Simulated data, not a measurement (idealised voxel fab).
Documented hereafter: the process module known as voxel transistor to metal.
Shown is cross-section cut, with a width of 185 nm and square cells of size 5 nm.
Just so we're on the same page, the cross-sections are grids of square cells, and they're listed out in bands top to bottom, each band one or more rows deep.
Look at the band entry: it leads with the top's height and the bottom's height in nm. Then it lists the materials left to right, with a width in nm for each. The word "everywhere" on a single material says that material fills the band edge to edge. The word "empty" is empty space.
Counting heights begins at 0, where everything beneath is, in the wafer as received, one material. The lowest band has no bottom; it goes on downwards, as "0 and below" shows.
With a width like "30..40", each row of cells in the band differs from the next by the same amount, the top row carrying the first number and the bottom row the second.
Reading "same as before" for a step: not a cell of the cross-section changed in it.
"Unvented voids" - sealed voids, min. 8 cells, no opening to top; format: width x height at distance (distance from left edge; nm throughout).
Text after the settings on a step's line: the simulator's own remark on that step.
overlay nm: step with mask; distance mask lay right of planned place; negative value = left of planned place.
Below you will find pairs of cross-sections. In each, one shows the wafer before one process step and the other after it, with the after view ending at the lowest band that changed. Under each pair is the step separating them, along with its settings. Do not assume the pairs form a chain: they can come from different runs of this module on the same starting wafer, and a pair continues from the pair above it only when its "Pre-processing view" entry says so.

# Pre-processing view
> 45 down to 30 = empty=75; SiO2=5; SiCN=25; SiO2=5; empty=75
> 30 down to 5 = empty=75; SiO2=5; polySi=25; SiO2=5; empty=75
> 5 down to 0 = empty=35; SiO2=115; empty=35
> 0 down to -40 = SiO2=40; Si=105; SiO2=40
> -40 and below = Si everywhere
> Unvented voids: none

# Resulting Cross-Section
> 55 down to 45 = empty=65; SiN=55; empty=65
> 45 down to 30 = empty=65; SiN=10; SiO2=5; SiCN=25; SiO2=5; SiN=10; empty=65
> 30 down to 15 = empty=65; SiN=10; SiO2=5; polySi=25; SiO2=5; SiN=10; empty=65
> 15 down to 10 = empty=25; SiN=50; SiO2=5; polySi=25; SiO2=5; SiN=50; empty=25
> 10 down to 5 = SiN=75; SiO2=5; polySi=25; SiO2=5; SiN=75
> 5 down to 0 = SiN=35; SiO2=115; SiN=35
> Unchanged below 0.
> Unvented voids: none
Before/after cross-sections above; step in between: CONFORMAL_DEP [material SiN] [thk nm 10]

Pre-processing view: as shown after the step in the preceding pair, directly above.

# Resulting Cross-Section
> 45 down to 30 = empty=65; SiN=10; SiO2=5; SiCN=25; SiO2=5; SiN=10; empty=65
> 30 down to 5 = empty=65; SiN=10; SiO2=5; polySi=25; SiO2=5; SiN=10; empty=65
> 5 down to 0 = empty=25; SiN=10; SiO2=115; SiN=10; empty=25
> Unchanged below 0.
> Unvented voids: none
Before/after cross-sections above; step in between: DIRECTIONAL_ETCH [etch materials SiN] [depth nm 10]

Pre-processing view: as shown after the step in the preceding pair, directly above.

# Resulting Cross-Section
> 45 down to 40 = empty=65; SiN=10; empty=5; SiCN=25; empty=5; SiN=10; empty=65
> 40 down to 30 = empty=65; SiN=10; SiO2=5; SiCN=25; SiO2=5; SiN=10; empty=65
> 30 down to 5 = empty=65; SiN=10; SiO2=5; polySi=25; SiO2=5; SiN=10; empty=65
> 5 down to 0 = empty=25; SiN=10; empty=30; SiO2=55; empty=30; SiN=10; empty=25
> 0 down to -5 = empty=25; SiO2=15; Si=105; SiO2=15; empty=25
> Unchanged below -5.
> Unvented voids: none
Before/after cross-sections above; step in between: DIRECTIONAL_ETCH [etch materials SiO2] [depth nm 5]

Pre-processing view: as shown after the step in the preceding pair, directly above.

# Resulting Cross-Section
> 45 down to 40 = empty=65; SiN=10; empty=5; SiCN=25; empty=5; SiN=10; empty=65
> 40 down to 30 = empty=65; SiN=10; SiO2=5; SiCN=25; SiO2=5; SiN=10; empty=65
> 30 down to 5 = empty=65; SiN=10; SiO2=5; polySi=25; SiO2=5; SiN=10; empty=65
> 5 down to 0 = empty=25; SiN=10; pSi=30; SiO2=55; pSi=30; SiN=10; empty=25
> Unchanged below 0.
> Unvented voids: none
Before/after cross-sections above; step in between: EPI [material pSi] [thk nm 5]

Pre-processing view: as shown after the step in the preceding pair, directly above.

# Resulting Cross-Section
> 55 down to 45 = SiO2 everywhere
> 45 down to 30 = SiO2=65; SiN=10; SiO2=5; SiCN=25; SiO2=5; SiN=10; SiO2=65
> 30 down to 5 = SiO2=65; SiN=10; SiO2=5; polySi=25; SiO2=5; SiN=10; SiO2=65
> 5 down to 0 = SiO2=25; SiN=10; pSi=30; SiO2=55; pSi=30; SiN=10; SiO2=25
> 0 down to -40 = SiO2=40; Si=105; SiO2=40
> Unchanged below -40.
> Unvented voids: none
Before/after cross-sections above; step in between: FILL_DEP [material SiO2] [thk nm 10]

Pre-processing view: as shown after the step in the preceding pair, directly above.

# Resulting Cross-Section
> 25 down to 5 = SiO2=65; SiN=10; SiO2=5; polySi=25; SiO2=5; SiN=10; SiO2=65
> Unchanged below 5.
> Unvented voids: none
Before/after cross-sections above; step in between: CMP [height nm 25]

Pre-processing view: as shown after the step in the preceding pair, directly above.

# Resulting Cross-Section
> 25 down to 5 = SiO2=65; SiN=10; SiO2=5; empty=25; SiO2=5; SiN=10; SiO2=65
> Unchanged below 5.
> Unvented voids: none
Before/after cross-sections above; step in between: STRIP [etch materials polySi]

Pre-processing view: as shown after the step in the preceding pair, directly above.

# Resulting Cross-Section
> 25 down to 20 = empty=65; SiN=10; empty=35; SiN=10; empty=65
> 20 down to 5 = SiO2=65; SiN=10; empty=35; SiN=10; SiO2=65
> 5 down to 0 = SiO2=25; SiN=10; pSi=30; SiO2=10; empty=35; SiO2=10; pSi=30; SiN=10; SiO2=25
> Unchanged below 0.
> Unvented voids: none
Before/after cross-sections above; step in between: SELECTIVE_ETCH [etch materials SiO2] [depth nm 5]

Pre-processing view: as shown after the step in the preceding pair, directly above.

# Resulting Cross-Section
> 30 down to 25 = empty=60; HfO2=20; empty=25; HfO2=20; empty=60
> 25 down to 20 = HfO2=65; SiN=10; HfO2=5; empty=25; HfO2=5; SiN=10; HfO2=65
> 20 down to 5 = SiO2=65; SiN=10; HfO2=5; empty=25; HfO2=5; SiN=10; SiO2=65
> 5 down to 0 = SiO2=25; SiN=10; pSi=30; SiO2=10; HfO2=35; SiO2=10; pSi=30; SiN=10; SiO2=25
> Unchanged below 0.
> Unvented voids: none
Before/after cross-sections above; step in between: CONFORMAL_DEP [material HfO2] [thk nm 5]

Pre-processing view: as shown after the step in the preceding pair, directly above.

# Resulting Cross-Section
> 35 down to 30 = empty=55; TiN=30; empty=15; TiN=30; empty=55
> 30 down to 25 = TiN=60; HfO2=20; TiN=5; empty=15; TiN=5; HfO2=20; TiN=60
> 25 down to 20 = HfO2=65; SiN=10; HfO2=5; TiN=5; empty=15; TiN=5; HfO2=5; SiN=10; HfO2=65
> 20 down to 10 = SiO2=65; SiN=10; HfO2=5; TiN=5; empty=15; TiN=5; HfO2=5; SiN=10; SiO2=65
> 10 down to 5 = SiO2=65; SiN=10; HfO2=5; TiN=25; HfO2=5; SiN=10; SiO2=65
> Unchanged below 5.
> Unvented voids: none
Before/after cross-sections above; step in between: CONFORMAL_DEP [material TiN] [thk nm 5]

Pre-processing view: as shown after the step in the preceding pair, directly above.

# Resulting Cross-Section
> 45 down to 35 = W everywhere
> 35 down to 30 = W=55; TiN=30; W=15; TiN=30; W=55
> 30 down to 25 = TiN=60; HfO2=20; TiN=5; W=15; TiN=5; HfO2=20; TiN=60
> 25 down to 20 = HfO2=65; SiN=10; HfO2=5; TiN=5; W=15; TiN=5; HfO2=5; SiN=10; HfO2=65
> 20 down to 10 = SiO2=65; SiN=10; HfO2=5; TiN=5; W=15; TiN=5; HfO2=5; SiN=10; SiO2=65
> Unchanged below 10.
> Unvented voids: none
Before/after cross-sections above; step in between: FILL_DEP [material W] [thk nm 10]

Pre-processing view: as shown after the step in the preceding pair, directly above.

# Resulting Cross-Section
> 20 down to 10 = SiO2=65; SiN=10; HfO2=5; TiN=5; W=15; TiN=5; HfO2=5; SiN=10; SiO2=65
> Unchanged below 10.
> Unvented voids: none
Before/after cross-sections above; step in between: CMP [height nm 20]

Pre-processing view: as shown after the step in the preceding pair, directly above.

# Resulting Cross-Section
> 35 down to 20 = SiO2 everywhere
> Unchanged below 20.
> Unvented voids: none
Before/after cross-sections above; step in between: DIRECTIONAL_DEP [material SiO2] [thk nm 15]

Pre-processing view: as shown after the step in the preceding pair, directly above.

# Resulting Cross-Section
> 55 down to 35 = resist=45; empty=15; resist=65; empty=15; resist=45
> Unchanged below 35.
> Unvented voids: none
Before/after cross-sections above; step in between: PATTERN [tone open] [mask id CONTACT] [material resist] [width nm 15] [pitch nm 80] [thk nm 20] [overlay nm 0]

Pre-processing view: as shown after the step in the preceding pair, directly above.

# Resulting Cross-Section
> 55 down to 35 = resist=45; empty=15; resist=65; empty=15; resist=45
> 35 down to 20 = SiO2=45; empty=15; SiO2=65; empty=15; SiO2=45
> 20 down to 10 = SiO2=45; empty=15; SiO2=5; SiN=10; HfO2=5; TiN=5; W=15; TiN=5; HfO2=5; SiN=10; SiO2=5; empty=15; SiO2=45
> 10 down to 5 = SiO2=45; empty=15; SiO2=5; SiN=10; HfO2=5; TiN=25; HfO2=5; SiN=10; SiO2=5; empty=15; SiO2=45
> Unchanged below 5.
> Unvented voids: none
Before/after cross-sections above; step in between: DIRECTIONAL_ETCH [etch materials SiO2] [depth nm 35]

Pre-processing view: as shown after the step in the preceding pair, directly above.

# Resulting Cross-Section
> 35 down to 20 = SiO2=45; empty=15; SiO2=65; empty=15; SiO2=45
> Unchanged below 20.
> Unvented voids: none
Before/after cross-sections above; step in between: STRIP [etch materials resist]

Pre-processing view: as shown after the step in the preceding pair, directly above.

# Resulting Cross-Section
> 40 down to 35 = TiN=50; empty=5; TiN=75; empty=5; TiN=50
> 35 down to 20 = SiO2=45; TiN=5; empty=5; TiN=5; SiO2=65; TiN=5; empty=5; TiN=5; SiO2=45
> 20 down to 10 = SiO2=45; TiN=5; empty=5; TiN=5; SiO2=5; SiN=10; HfO2=5; TiN=5; W=15; TiN=5; HfO2=5; SiN=10; SiO2=5; TiN=5; empty=5; TiN=5; SiO2=45
> 10 down to 5 = SiO2=45; TiN=15; SiO2=5; SiN=10; HfO2=5; TiN=25; HfO2=5; SiN=10; SiO2=5; TiN=15; SiO2=45
> Unchanged below 5.
> Unvented voids: none
Before/after cross-sections above; step in between: CONFORMAL_DEP [material TiN] [thk nm 5]

Pre-processing view: as shown after the step in the preceding pair, directly above.

# Resulting Cross-Section
> 45 down to 40 = Ru everywhere
> 40 down to 35 = TiN=50; Ru=5; TiN=75; Ru=5; TiN=50
> 35 down to 20 = SiO2=45; TiN=5; Ru=5; TiN=5; SiO2=65; TiN=5; Ru=5; TiN=5; SiO2=45
> 20 down to 10 = SiO2=45; TiN=5; Ru=5; TiN=5; SiO2=5; SiN=10; HfO2=5; TiN=5; W=15; TiN=5; HfO2=5; SiN=10; SiO2=5; TiN=5; Ru=5; TiN=5; SiO2=45
> Unchanged below 10.
> Unvented voids: none
Before/after cross-sections above; step in between: FILL_DEP [material Ru] [thk nm 5]

Pre-processing view: as shown after the step in the preceding pair, directly above.

# Resulting Cross-Section
> 35 down to 20 = SiO2=45; TiN=5; Ru=5; TiN=5; SiO2=65; TiN=5; Ru=5; TiN=5; SiO2=45
> Unchanged below 20.
> Unvented voids: none
Before/after cross-sections above; step in between: CMP [height nm 35]

Pre-processing view: as shown after the step in the preceding pair, directly above.

# Resulting Cross-Section
> 40 down to 35 = SiN everywhere
> Unchanged below 35.
> Unvented voids: none
Before/after cross-sections above; step in between: CONFORMAL_DEP [material SiN] [thk nm 5]

Pre-processing view: as shown after the step in the preceding pair, directly above.

# Resulting Cross-Section
> 60 down to 40 = lowk everywhere
> Unchanged below 40.
> Unvented voids: none
Before/after cross-sections above; step in between: DIRECTIONAL_DEP [material lowk] [thk nm 20]

Pre-processing view: as shown after the step in the preceding pair, directly above.

# Resulting Cross-Section
> 60 down to 40 = lowk=45; empty=15; lowk=65; empty=15; lowk=45
> Unchanged below 40.
> Unvented voids: none
Before/after cross-sections above; step in between: MASKED_ETCH [tone open] [mask id METAL_1] [width nm 15] [pitch nm 80] [etch materials lowk] [depth nm 20] [overlay nm 0]

Pre-processing view: as shown after the step in the preceding pair, directly above.

# Resulting Cross-Section
> 60 down to 40 = lowk=45; empty=15; lowk=65; empty=15; lowk=45
> 40 down to 35 = SiN=45; empty=15; SiN=65; empty=15; SiN=45
> Unchanged below 35.
> Unvented voids: none
Before/after cross-sections above; step in between: MASKED_ETCH [tone open] [mask id METAL_1] [width nm 15] [pitch nm 80] [etch materials SiN] [depth nm 5] [overlay nm 0]

Pre-processing view: as shown after the step in the preceding pair, directly above.

# Resulting Cross-Section
> 65 down to 60 = TiN=50; empty=5; TiN=75; empty=5; TiN=50
> 60 down to 40 = lowk=45; TiN=5; empty=5; TiN=5; lowk=65; TiN=5; empty=5; TiN=5; lowk=45
> 40 down to 35 = SiN=45; TiN=15; SiN=65; TiN=15; SiN=45
> Unchanged below 35.
> Unvented voids: none
Before/after cross-sections above; step in between: CONFORMAL_DEP [material TiN] [thk nm 5]

Pre-processing view: as shown after the step in the preceding pair, directly above.

# Resulting Cross-Section
> 75 down to 65 = Cu everywhere
> 65 down to 60 = TiN=50; Cu=5; TiN=75; Cu=5; TiN=50
> 60 down to 40 = lowk=45; TiN=5; Cu=5; TiN=5; lowk=65; TiN=5; Cu=5; TiN=5; lowk=45
> Unchanged below 40.
> Unvented voids: none
Before/after cross-sections above; step in between: FILL_DEP [material Cu] [thk nm 10]

Pre-processing view: as shown after the step in the preceding pair, directly above.

# Resulting Cross-Section
> 60 down to 40 = lowk=45; TiN=5; Cu=5; TiN=5; lowk=65; TiN=5; Cu=5; TiN=5; lowk=45
> Unchanged below 40.
> Unvented voids: none
Before/after cross-sections above; step in between: CMP [height nm 60]

Pre-processing view: as shown after the step in the preceding pair, directly above.

# Resulting Cross-Section
> 65 down to 60 = SiN everywhere
> Unchanged below 60.
> Unvented voids: none
Before/after cross-sections above; step in between: CONFORMAL_DEP [material SiN] [thk nm 5]

# Pre-processing view
> 40 down to 25 = empty=75; SiO2=5; SiCN=25; SiO2=5; empty=75
> 25 down to 0 = empty=75; SiO2=5; polySi=25; SiO2=5; empty=75
> 0 down to -5 = SiO2 everywhere
> -5 down to -40 = SiO2=40; Si=105; SiO2=40
> -40 and below = Si everywhere
> Unvented voids: none

# Resulting Cross-Section
> 45 down to 40 = empty=70; SiN=45; empty=70
> 40 down to 25 = empty=70; SiN=5; SiO2=5; SiCN=25; SiO2=5; SiN=5; empty=70
> 25 down to 5 = empty=70; SiN=5; SiO2=5; polySi=25; SiO2=5; SiN=5; empty=70
> 5 down to 0 = SiN=75; SiO2=5; polySi=25; SiO2=5; SiN=75
> Unchanged below 0.
> Unvented voids: none
Before/after cross-sections above; step in between: CONFORMAL_DEP [material SiN] [thk nm 5]

Pre-processing view: as shown after the step in the preceding pair, directly above.

# Resulting Cross-Section
> 40 down to 35 = empty=75; SiO2=5; SiCN=25; SiO2=5; empty=75
> 35 down to 25 = empty=70; SiN=5; SiO2=5; SiCN=25; SiO2=5; SiN=5; empty=70
> 25 down to 0 = empty=70; SiN=5; SiO2=5; polySi=25; SiO2=5; SiN=5; empty=70
> Unchanged below 0.
> Unvented voids: none
Before/after cross-sections above; step in between: DIRECTIONAL_ETCH [etch materials SiN] [depth nm 10]

Pre-processing view: as shown after the step in the preceding pair, directly above.

# Resulting Cross-Section
> 40 down to 35 = empty=80; SiCN=25; empty=80
> 35 down to 25 = empty=70; SiN=5; SiO2=5; SiCN=25; SiO2=5; SiN=5; empty=70
> 25 down to 0 = empty=70; SiN=5; SiO2=5; polySi=25; SiO2=5; SiN=5; empty=70
> 0 down to -5 = empty=70; SiO2=45; empty=70
> Unchanged below -5.
> Unvented voids: none
Before/after cross-sections above; step in between: DIRECTIONAL_ETCH [etch materials SiO2] [depth nm 5]

Pre-processing view: as shown after the step in the preceding pair, directly above.

# Resulting Cross-Section
> 40 down to 35 = empty=80; SiCN=25; empty=80
> 35 down to 25 = empty=70; SiN=5; SiO2=5; SiCN=25; SiO2=5; SiN=5; empty=70
> 25 down to 0 = empty=70; SiN=5; SiO2=5; polySi=25; SiO2=5; SiN=5; empty=70
> 0 down to -5 = empty=35; pSi=35; SiO2=45; pSi=35; empty=35
> Unchanged below -5.
> Unvented voids: none
Before/after cross-sections above; step in between: EPI [material pSi] [thk nm 5]

Pre-processing view: as shown after the step in the preceding pair, directly above.

# Resulting Cross-Section
> 50 down to 40 = SiO2 everywhere
> 40 down to 35 = SiO2=80; SiCN=25; SiO2=80
> 35 down to 25 = SiO2=70; SiN=5; SiO2=5; SiCN=25; SiO2=5; SiN=5; SiO2=70
> 25 down to 0 = SiO2=70; SiN=5; SiO2=5; polySi=25; SiO2=5; SiN=5; SiO2=70
> 0 down to -5 = SiO2=35; pSi=35; SiO2=45; pSi=35; SiO2=35
> Unchanged below -5.
> Unvented voids: none
Before/after cross-sections above; step in between: FILL_DEP [material SiO2] [thk nm 10]

Pre-processing view: as shown after the step in the preceding pair, directly above.

# Resulting Cross-Section
> 25 down to 0 = SiO2=70; SiN=5; SiO2=5; polySi=25; SiO2=5; SiN=5; SiO2=70
> Unchanged below 0.
> Unvented voids: none
Before/after cross-sections above; step in between: CMP [height nm 25]

Pre-processing view: as shown after the step in the preceding pair, directly above.

# Resulting Cross-Section
> 25 down to 0 = SiO2=70; SiN=5; SiO2=5; empty=25; SiO2=5; SiN=5; SiO2=70
> Unchanged below 0.
> Unvented voids: none
Before/after cross-sections above; step in between: STRIP [etch materials polySi]

Pre-processing view: as shown after the step in the preceding pair, directly above.

# Resulting Cross-Section
> 25 down to 20 = empty=70; SiN=5; empty=35; SiN=5; empty=70
> 20 down to 0 = SiO2=70; SiN=5; empty=35; SiN=5; SiO2=70
> 0 down to -5 = SiO2=35; pSi=35; SiO2=5; empty=35; SiO2=5; pSi=35; SiO2=35
> Unchanged below -5.
> Unvented voids: none
Before/after cross-sections above; step in between: SELECTIVE_ETCH [etch materials SiO2] [depth nm 5]

Pre-processing view: as shown after the step in the preceding pair, directly above.

# Resulting Cross-Section
> 30 down to 25 = empty=65; HfO2=15; empty=25; HfO2=15; empty=65
> 25 down to 20 = HfO2=70; SiN=5; HfO2=5; empty=25; HfO2=5; SiN=5; HfO2=70
> 20 down to 0 = SiO2=70; SiN=5; HfO2=5; empty=25; HfO2=5; SiN=5; SiO2=70
> 0 down to -5 = SiO2=35; pSi=35; SiO2=5; HfO2=35; SiO2=5; pSi=35; SiO2=35
> Unchanged below -5.
> Unvented voids: none
Before/after cross-sections above; step in between: CONFORMAL_DEP [material HfO2] [thk nm 5]

Pre-processing view: as shown after the step in the preceding pair, directly above.

# Resulting Cross-Section
> 35 down to 30 = empty=60; TiN=25; empty=15; TiN=25; empty=60
> 30 down to 25 = TiN=65; HfO2=15; TiN=5; empty=15; TiN=5; HfO2=15; TiN=65
> 25 down to 20 = HfO2=70; SiN=5; HfO2=5; TiN=5; empty=15; TiN=5; HfO2=5; SiN=5; HfO2=70
> 20 down to 5 = SiO2=70; SiN=5; HfO2=5; TiN=5; empty=15; TiN=5; HfO2=5; SiN=5; SiO2=70
> 5 down to 0 = SiO2=70; SiN=5; HfO2=5; TiN=25; HfO2=5; SiN=5; SiO2=70
> Unchanged below 0.
> Unvented voids: none
Before/after cross-sections above; step in between: CONFORMAL_DEP [material TiN] [thk nm 5]

Pre-processing view: as shown after the step in the preceding pair, directly above.

# Resulting Cross-Section
> 45 down to 35 = W everywhere
> 35 down to 30 = W=60; TiN=25; W=15; TiN=25; W=60
> 30 down to 25 = TiN=65; HfO2=15; TiN=5; W=15; TiN=5; HfO2=15; TiN=65
> 25 down to 20 = HfO2=70; SiN=5; HfO2=5; TiN=5; W=15; TiN=5; HfO2=5; SiN=5; HfO2=70
> 20 down to 5 = SiO2=70; SiN=5; HfO2=5; TiN=5; W=15; TiN=5; HfO2=5; SiN=5; SiO2=70
> Unchanged below 5.
> Unvented voids: none
Before/after cross-sections above; step in between: FILL_DEP [material W] [thk nm 10]

Pre-processing view: as shown after the step in the preceding pair, directly above.

# Resulting Cross-Section
> 20 down to 5 = SiO2=70; SiN=5; HfO2=5; TiN=5; W=15; TiN=5; HfO2=5; SiN=5; SiO2=70
> Unchanged below 5.
> Unvented voids: none
Before/after cross-sections above; step in between: CMP [height nm 20]

Pre-processing view: as shown after the step in the preceding pair, directly above.

# Resulting Cross-Section
> 35 down to 20 = SiO2 everywhere
> Unchanged below 20.
> Unvented voids: none
Before/after cross-sections above; step in between: DIRECTIONAL_DEP [material SiO2] [thk nm 15]

Pre-processing view: as shown after the step in the preceding pair, directly above.

# Resulting Cross-Section
> 55 down to 35 = resist=45; empty=15; resist=65; empty=15; resist=45
> Unchanged below 35.
> Unvented voids: none
Before/after cross-sections above; step in between: PATTERN [tone open] [mask id CONTACT] [material resist] [width nm 15] [pitch nm 80] [thk nm 20] [overlay nm 0]

Pre-processing view: as shown after the step in the preceding pair, directly above.

# Resulting Cross-Section
> 55 down to 35 = resist=45; empty=15; resist=65; empty=15; resist=45
> 35 down to 20 = SiO2=45; empty=15; SiO2=65; empty=15; SiO2=45
> 20 down to 5 = SiO2=45; empty=15; SiO2=10; SiN=5; HfO2=5; TiN=5; W=15; TiN=5; HfO2=5; SiN=5; SiO2=10; empty=15; SiO2=45
> 5 down to 0 = SiO2=45; empty=15; SiO2=10; SiN=5; HfO2=5; TiN=25; HfO2=5; SiN=5; SiO2=10; empty=15; SiO2=45
> Unchanged below 0.
> Unvented voids: none
Before/after cross-sections above; step in between: DIRECTIONAL_ETCH [etch materials SiO2] [depth nm 35]

Pre-processing view: as shown after the step in the preceding pair, directly above.

# Resulting Cross-Section
> 35 down to 20 = SiO2=45; empty=15; SiO2=65; empty=15; SiO2=45
> Unchanged below 20.
> Unvented voids: none
Before/after cross-sections above; step in between: STRIP [etch materials resist]

Pre-processing view: as shown after the step in the preceding pair, directly above.

# Resulting Cross-Section
> 40 down to 35 = TiN=50; empty=5; TiN=75; empty=5; TiN=50
> 35 down to 20 = SiO2=45; TiN=5; empty=5; TiN=5; SiO2=65; TiN=5; empty=5; TiN=5; SiO2=45
> 20 down to 5 = SiO2=45; TiN=5; empty=5; TiN=5; SiO2=10; SiN=5; HfO2=5; TiN=5; W=15; TiN=5; HfO2=5; SiN=5; SiO2=10; TiN=5; empty=5; TiN=5; SiO2=45
> 5 down to 0 = SiO2=45; TiN=15; SiO2=10; SiN=5; HfO2=5; TiN=25; HfO2=5; SiN=5; SiO2=10; TiN=15; SiO2=45
> Unchanged below 0.
> Unvented voids: none
Before/after cross-sections above; step in between: CONFORMAL_DEP [material TiN] [thk nm 5]

Pre-processing view: as shown after the step in the preceding pair, directly above.

# Resulting Cross-Section
> 45 down to 40 = Ru everywhere
> 40 down to 35 = TiN=50; Ru=5; TiN=75; Ru=5; TiN=50
> 35 down to 20 = SiO2=45; TiN=5; Ru=5; TiN=5; SiO2=65; TiN=5; Ru=5; TiN=5; SiO2=45
> 20 down to 5 = SiO2=45; TiN=5; Ru=5; TiN=5; SiO2=10; SiN=5; HfO2=5; TiN=5; W=15; TiN=5; HfO2=5; SiN=5; SiO2=10; TiN=5; Ru=5; TiN=5; SiO2=45
> Unchanged below 5.
> Unvented voids: none
Before/after cross-sections above; step in between: FILL_DEP [material Ru] [thk nm 5]

Pre-processing view: as shown after the step in the preceding pair, directly above.

# Resulting Cross-Section
> 35 down to 20 = SiO2=45; TiN=5; Ru=5; TiN=5; SiO2=65; TiN=5; Ru=5; TiN=5; SiO2=45
> Unchanged below 20.
> Unvented voids: none
Before/after cross-sections above; step in between: CMP [height nm 35]

Pre-processing view: as shown after the step in the preceding pair, directly above.

# Resulting Cross-Section
> 40 down to 35 = SiN everywhere
> Unchanged below 35.
> Unvented voids: none
Before/after cross-sections above; step in between: CONFORMAL_DEP [material SiN] [thk nm 5]

Pre-processing view: as shown after the step in the preceding pair, directly above.

# Resulting Cross-Section
> 60 down to 40 = lowk everywhere
> Unchanged below 40.
> Unvented voids: none
Before/after cross-sections above; step in between: DIRECTIONAL_DEP [material lowk] [thk nm 20]

Pre-processing view: as shown after the step in the preceding pair, directly above.

# Resulting Cross-Section
> 60 down to 40 = lowk=45; empty=15; lowk=65; empty=15; lowk=45
> Unchanged below 40.
> Unvented voids: none
Before/after cross-sections above; step in between: MASKED_ETCH [tone open] [mask id METAL_1] [width nm 15] [pitch nm 80] [etch materials lowk] [depth nm 20] [overlay nm 0]

Pre-processing view: as shown after the step in the preceding pair, directly above.

# Resulting Cross-Section
> 60 down to 40 = lowk=45; empty=15; lowk=65; empty=15; lowk=45
> 40 down to 35 = SiN=45; empty=15; SiN=65; empty=15; SiN=45
> Unchanged below 35.
> Unvented voids: none
Before/after cross-sections above; step in between: MASKED_ETCH [tone open] [mask id METAL_1] [width nm 15] [pitch nm 80] [etch materials SiN] [depth nm 5] [overlay nm 0]

Pre-processing view: as shown after the step in the preceding pair, directly above.

# Resulting Cross-Section
> 65 down to 60 = TiN=50; empty=5; TiN=75; empty=5; TiN=50
> 60 down to 40 = lowk=45; TiN=5; empty=5; TiN=5; lowk=65; TiN=5; empty=5; TiN=5; lowk=45
> 40 down to 35 = SiN=45; TiN=15; SiN=65; TiN=15; SiN=45
> Unchanged below 35.
> Unvented voids: none
Before/after cross-sections above; step in between: CONFORMAL_DEP [material TiN] [thk nm 5]

Pre-processing view: as shown after the step in the preceding pair, directly above.

# Resulting Cross-Section
> 75 down to 65 = Cu everywhere
> 65 down to 60 = TiN=50; Cu=5; TiN=75; Cu=5; TiN=50
> 60 down to 40 = lowk=45; TiN=5; Cu=5; TiN=5; lowk=65; TiN=5; Cu=5; TiN=5; lowk=45
> Unchanged below 40.
> Unvented voids: none
Before/after cross-sections above; step in between: FILL_DEP [material Cu] [thk nm 10]

Pre-processing view: as shown after the step in the preceding pair, directly above.

# Resulting Cross-Section
> 60 down to 40 = lowk=45; TiN=5; Cu=5; TiN=5; lowk=65; TiN=5; Cu=5; TiN=5; lowk=45
> Unchanged below 40.
> Unvented voids: none
Before/after cross-sections above; step in between: CMP [height nm 60]

Pre-processing view: as shown after the step in the preceding pair, directly above.

# Resulting Cross-Section
> 65 down to 60 = SiN everywhere
> Unchanged below 60.
> Unvented voids: none
Before/after cross-sections above; step in between: CONFORMAL_DEP [material SiN] [thk nm 5]

# Pre-processing view
> 60 down to 40 = lowk everywhere
> 40 down to 35 = SiN everywhere
> 35 down to 20 = SiO2=45; TiN=5; Ru=5; TiN=5; SiO2=65; TiN=5; Ru=5; TiN=5; SiO2=45
> 20 down to 5 = SiO2=45; TiN=5; Ru=5; TiN=5; SiO2=5; SiN=10; HfO2=5; TiN=5; W=15; TiN=5; HfO2=5; SiN=10; SiO2=5; TiN=5; Ru=5; TiN=5; SiO2=45
> 5 down to 0 = SiO2=45; TiN=15; SiO2=5; SiN=10; HfO2=5; TiN=25; HfO2=5; SiN=10; SiO2=5; TiN=15; SiO2=45
> 0 down to -5 = SiO2=35; pSi=30; SiO2=10; HfO2=35; SiO2=10; pSi=30; SiO2=35
> -5 down to -40 = SiO2=40; Si=105; SiO2=40
> -40 and below = Si everywhere
> Unvented voids: none

# Resulting Cross-Section
> 60 down to 40 = lowk=45; empty=20; lowk=60; empty=20; lowk=40
> Unchanged below 40.
> Unvented voids: none
Before/after cross-sections above; step in between: MASKED_ETCH [tone open] [mask id METAL_1] [width nm 20] [pitch nm 80] [etch materials lowk] [depth nm 20] [overlay nm 0]

Pre-processing view: as shown after the step in the preceding pair, directly above.

# Resulting Cross-Section
> 60 down to 40 = lowk=45; empty=20; lowk=60; empty=20; lowk=40
> 40 down to 35 = SiN=45; empty=15; SiN=65; empty=15; SiN=45
> Unchanged below 35.
> Unvented voids: none
Before/after cross-sections above; step in between: MASKED_ETCH [tone open] [mask id METAL_1] [width nm 15] [pitch nm 80] [etch materials SiN] [depth nm 5] [overlay nm 0]

Pre-processing view: as shown after the step in the preceding pair, directly above.

# Resulting Cross-Section
> 65 down to 60 = TiN=50; empty=10; TiN=70; empty=10; TiN=45
> 60 down to 45 = lowk=45; TiN=5; empty=10; TiN=5; lowk=60; TiN=5; empty=10; TiN=5; lowk=40
> 45 down to 40 = lowk=45; TiN=5; empty=5; TiN=10; lowk=60; TiN=5; empty=5; TiN=10; lowk=40
> 40 down to 35 = SiN=45; TiN=15; SiN=65; TiN=15; SiN=45
> Unchanged below 35.
> Unvented voids: none
Before/after cross-sections above; step in between: CONFORMAL_DEP [material TiN] [thk nm 5]

Pre-processing view: as shown after the step in the preceding pair, directly above.

# Resulting Cross-Section
> 75 down to 65 = Cu everywhere
> 65 down to 60 = TiN=50; Cu=10; TiN=70; Cu=10; TiN=45
> 60 down to 45 = lowk=45; TiN=5; Cu=10; TiN=5; lowk=60; TiN=5; Cu=10; TiN=5; lowk=40
> 45 down to 40 = lowk=45; TiN=5; Cu=5; TiN=10; lowk=60; TiN=5; Cu=5; TiN=10; lowk=40
> Unchanged below 40.
> Unvented voids: none
Before/after cross-sections above; step in between: FILL_DEP [material Cu] [thk nm 10]

Pre-processing view: as shown after the step in the preceding pair, directly above.

# Resulting Cross-Section
> 60 down to 45 = lowk=45; TiN=5; Cu=10; TiN=5; lowk=60; TiN=5; Cu=10; TiN=5; lowk=40
> Unchanged below 45.
> Unvented voids: none
Before/after cross-sections above; step in between: CMP [height nm 60]

Pre-processing view: as shown after the step in the preceding pair, directly above.

# Resulting Cross-Section
> 65 down to 60 = SiN everywhere
> Unchanged below 60.
> Unvented voids: none
Before/after cross-sections above; step in between: CONFORMAL_DEP [material SiN] [thk nm 5]
